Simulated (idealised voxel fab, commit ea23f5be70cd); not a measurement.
Proc. module: voxel trench capacitor
In the cross-section labelled cut, the width is 185 nm and each square cell is 5 nm.
This document writes a cross-section as a grid whose cells are square, and gives it as bands, listed from the top down; one or more rows of cells form a band.
Each band's line starts with the height of the band's top and of its bottom, in nm. Then come its materials from left to right, each with its width in nm. One material with "everywhere" fills the band from edge to edge. "empty" is empty space.
The level at which height equals 0 is the one under which the wafer, as it arrives, is entirely one material. No lower edge exists for the bottom band, which continues downward and is notated as in "z 0 and below".
Graded width ("30..40"): value in top row of band = first number; value in bottom row = second number; row-to-row change constant.
Step note "identical to before" = no cross-section cell changed.
What "Fully sealed voids" gives you is every empty space of 8 cells or more that is cut off from the top. Each appears as width x height at distance, with the distance taken from the left edge and width, height and distance all in nm.
Note: text after step settings on the step line = simulator remark on that step.
The setting "overlay nm" may be written on the line of a step. When the step uses a mask, the value reports how far to the right of the planned place the mask lay, and a negative value reports that it lay to the left.

Listed below are the process steps as planned
1. RECEIVE with material Si
2. CONFORMAL_DEP with material SiN, thk nm 5
3. PATTERN with tone open, mask id TRENCH, material resist, width nm 20, pitch nm 50, thk nm 20, overlay nm 0
4. DIRECTIONAL_ETCH with etch materials SiN, depth nm 5
5. DIRECTIONAL_ETCH with etch materials Si, depth nm 25
6. STRIP with etch materials resist
7. CONFORMAL_DEP with material Al2O3, thk nm 5
8. CONFORMAL_DEP with material TiN, thk nm 5
9. FILL_DEP with material W, thk nm 10
10. CMP with height nm 5
The plan's step 3 width nm is the first wafer's value; the wafers differ in this setting and start identical.

First wafer of several, as received: cross-section after step 1
> z 0 and below  Si everywhere
> Fully sealed voids: none

Table: wafers, a row each; end-of-module cell change per material since receipt, gain (+), loss (-); then closed voids
width nm 20 | +42 Al2O3 | -60 Si | +25 SiN | +30 TiN | Fully sealed voids: none
width nm 25 | +45 Al2O3 | -75 Si | +22 SiN | +33 TiN | +12 W | Fully sealed voids: none
width nm 30 | +48 Al2O3 | -90 Si | +19 SiN | +36 TiN | +24 W | Fully sealed voids: none
width nm 35 | +51 Al2O3 | -105 Si | +16 SiN | +39 TiN | +36 W | Fully sealed voids: none
